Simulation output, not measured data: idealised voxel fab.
The following process module bears the name voxel capacitor over wiring.
Square cells of 5 nm make up the cross-section cut, whose width is 145 nm.
Cross-section spec: square-cell grid; bands listed top down; each band is one or more rows.
Each band's line starts with the height of the band's top and of its bottom, in nm. Then come its materials from left to right, each with its width in nm. One material with "throughout" fills the band from edge to edge. "air" is empty space.
We count height from 0. Below that, the starting wafer is all one material. The lowest band never ends at the bottom but goes on down; see "0 and below" for how that is written.
Graded width ("30->40"): value in top row of band = first number; value in bottom row = second number; row-to-row change constant.
What does "changes: none" mean for a step? It means no cell of the cross-section changed in that step.
"Trapped voids" enumerates empty spaces isolated from the top, with no open way to it, that contain at least 8 cells, giving each as width x height at distance from the left edge, all three in nm.
On each step's line, the part that comes after the settings is the simulator's own comment on the step.
Among the settings permitted on a step's line is "overlay nm"; applied to a step with a mask, it specifies the extent to which the mask lay to the right of its planned position, whereas a negative figure signifies a position to the left.
[Planned process steps]
1 RECEIVE (material Si)
2 CONFORMAL_DEP (material SiO2; thk nm 15)
3 CONFORMAL_DEP (material SiN; thk nm 5)
4 DIRECTIONAL_DEP (material SiO2; thk nm 20)
5 DIRECTIONAL_DEP (material aC; thk nm 10)
6 PATTERN (tone open; mask id METAL_1; material resist; width nm 20; pitch nm 90; thk nm 30; overlay nm 0)
7 DIRECTIONAL_ETCH (etch materials aC; depth nm 10)
8 STRIP (etch materials resist)
9 DIRECTIONAL_ETCH (etch materials SiO2; depth nm 20)
10 DIRECTIONAL_ETCH (etch materials SiN; depth nm 5)
11 STRIP (etch materials aC)
12 CONFORMAL_DEP (material TiN; thk nm 5)
13 FILL_DEP (material Cu; thk nm 10)
14 CMP (height nm 40)
15 CONFORMAL_DEP (material SiCN; thk nm 5)
16 DIRECTIONAL_DEP (material lowk; thk nm 15)
17 DIRECTIONAL_DEP (material aC; thk nm 15)
18 PATTERN (tone open; mask id PLUG_1; material resist; width nm 15; thk nm 35; overlay nm 0)
19 DIRECTIONAL_ETCH (etch materials aC; depth nm 15)
20 STRIP (etch materials resist)
21 DIRECTIONAL_ETCH (etch materials lowk; depth nm 15)
22 DIRECTIONAL_ETCH (etch materials SiCN; depth nm 5)
23 STRIP (etch materials aC)
24 CONFORMAL_DEP (material TiN; thk nm 5)
25 FILL_DEP (material Cu; thk nm 5)
26 CMP (height nm 60)
27 DIRECTIONAL_DEP (material TiN; thk nm 5)
28 DIRECTIONAL_DEP (material SiN; thk nm 5)
29 DIRECTIONAL_DEP (material TiN; thk nm 5)
30 DIRECTIONAL_DEP (material aC; thk nm 10)
31 PATTERN (tone cover; mask id UPPER_PLATE; material resist; width nm 75; thk nm 30; overlay nm 0)
32 DIRECTIONAL_ETCH (etch materials aC; depth nm 10)
33 STRIP (etch materials resist)
34 DIRECTIONAL_ETCH (etch materials TiN; depth nm 5)
35 DIRECTIONAL_ETCH (etch materials SiN; depth nm 5)
36 STRIP (etch materials aC)
37 PATTERN (tone cover; mask id LOWER_PLATE; material resist; width nm 85; thk nm 15; overlay nm 0)
38 DIRECTIONAL_ETCH (etch materials TiN; depth nm 5)
39 STRIP (etch materials resist)
40 FILL_DEP (material SiO2; thk nm 20)
41 CMP (height nm 90)
42 PATTERN (tone open; mask id PLUG_2; material resist; width nm 15; thk nm 15; overlay nm 0)
43 DIRECTIONAL_ETCH (etch materials SiO2; depth nm 15)
44 STRIP (etch materials resist)
45 CONFORMAL_DEP (material TiN; thk nm 5)
46 FILL_DEP (material Ru; thk nm 10)
47 CMP (height nm 90)
48 CONFORMAL_DEP (material SiN; thk nm 5)
[Wafer as received: cross-section following step 1]
    0 and below | Si throughout
    Trapped voids: none
[Figure: cross-sectional view of the wafer upon completion of the module, processed from the initial state and according to the plan depicted above, with one error introduced during execution]
    95 down to 90 | SiN throughout
    90 down to 80 | 25 of SiO2 / 5 of TiN / 15 of Ru / 5 of TiN / 95 of SiO2
    80 down to 70 | 25->20 of SiO2 / 25->75 of TiN / 95->50 of SiO2
    70 down to 65 | 20 of SiO2 / 75 of SiN / 50 of SiO2
    65 down to 60 | 15 of SiO2 / 85 of TiN / 45 of SiO2
    60 down to 45 | 20 of lowk / 5 of TiN / 5 of Cu / 5 of TiN / 110 of lowk
    45 down to 40 | 20 of SiCN / 15 of TiN / 110 of SiCN
    40 down to 20 | 15 of SiO2 / 5 of TiN / 10 of Cu / 5 of TiN / 70 of SiO2 / 5 of TiN / 10 of Cu / 5 of TiN / 20 of SiO2
    20 down to 15 | 15 of SiN / 20 of TiN / 70 of SiN / 20 of TiN / 20 of SiN
    15 down to 0 | SiO2 throughout
    0 and below | Si throughout
    Trapped voids: none
Diagnosis: step 42: run off-plan, actual operation and settings PATTERN (tone open; mask id PLUG_2; material resist; width nm 25; thk nm 15; overlay nm 0)
